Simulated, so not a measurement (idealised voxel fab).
Title: Process Module voxel trench capacitor
145 nm wide, 5 nm square cells: that's cross-section cut.
Just so we're on the same page, the cross-sections are grids of square cells, and they're listed out in bands top to bottom, each band one or more rows deep. First you get the band's top height and its bottom height, in nm, and then the materials it's made of, left to right, with each width in nm. If you see a single material with "all across", that one covers the band edge to edge. "air" is empty space. Below 0: as-received wafer, all one material; heights counted from there. Lowest band: no bottom, goes on down, written "from 0 down". So if you see something like "30->40" for the width, read it as the top row of the band sitting at the first number and the bottom row at the second, with every row in between moving by the same amount as the last. It should be understood that the words "nothing different", when stated for a given step, signify that the cross-section underwent no change in any of its cells during that step. "Closed void register": empty spaces of 8 cells or more with no open way to the top, each given as width x height at distance, distance from the left edge, all in nm. Whatever follows a step's settings on its line is a remark the simulator itself makes about that step. overlay nm: on a step with a mask, how far right of its planned place the mask lay; negative means left.
### Set out below are the planned steps of the process
1. RECEIVE | material Si
2. CONFORMAL_DEP | material SiN | thk nm 5
3. DIRECTIONAL_DEP | material aC | thk nm 15
4. PATTERN | tone open | mask id TRENCH | material resist | width nm 20 | pitch nm 35 | thk nm 35 | overlay nm 0
5. DIRECTIONAL_ETCH | etch materials aC | depth nm 15
6. STRIP | etch materials resist
7. DIRECTIONAL_ETCH | etch materials SiN | depth nm 5
8. DIRECTIONAL_ETCH | etch materials Si | depth nm 35
9. STRIP | etch materials aC
10. CONFORMAL_DEP | material SiO2 | thk nm 5
11. FILL_DEP | material polySi | thk nm 10
12. CMP | height nm 5
### Cross-section: wafer on arrival = after step 1
* from 0 down | Si all across
* Closed void register: none
### What the wafer looks like in cross-section after this module, when it starts as shown above and follows the plan above but one mistake is made in running it
* from -5 to -30 | Si 45 nm | SiO2 5 nm | polySi 10 nm | SiO2 5 nm | Si 15 nm | SiO2 5 nm | polySi 10 nm | SiO2 5 nm | Si 45 nm
* from -30 to -35 | Si 45 nm | SiO2 20 nm | Si 15 nm | SiO2 20 nm | Si 45 nm
* from -35 down | Si all across
* Closed void register: none
Here's what went sideways: step 12: run off-plan, actual operation and settings CMP | height nm -5
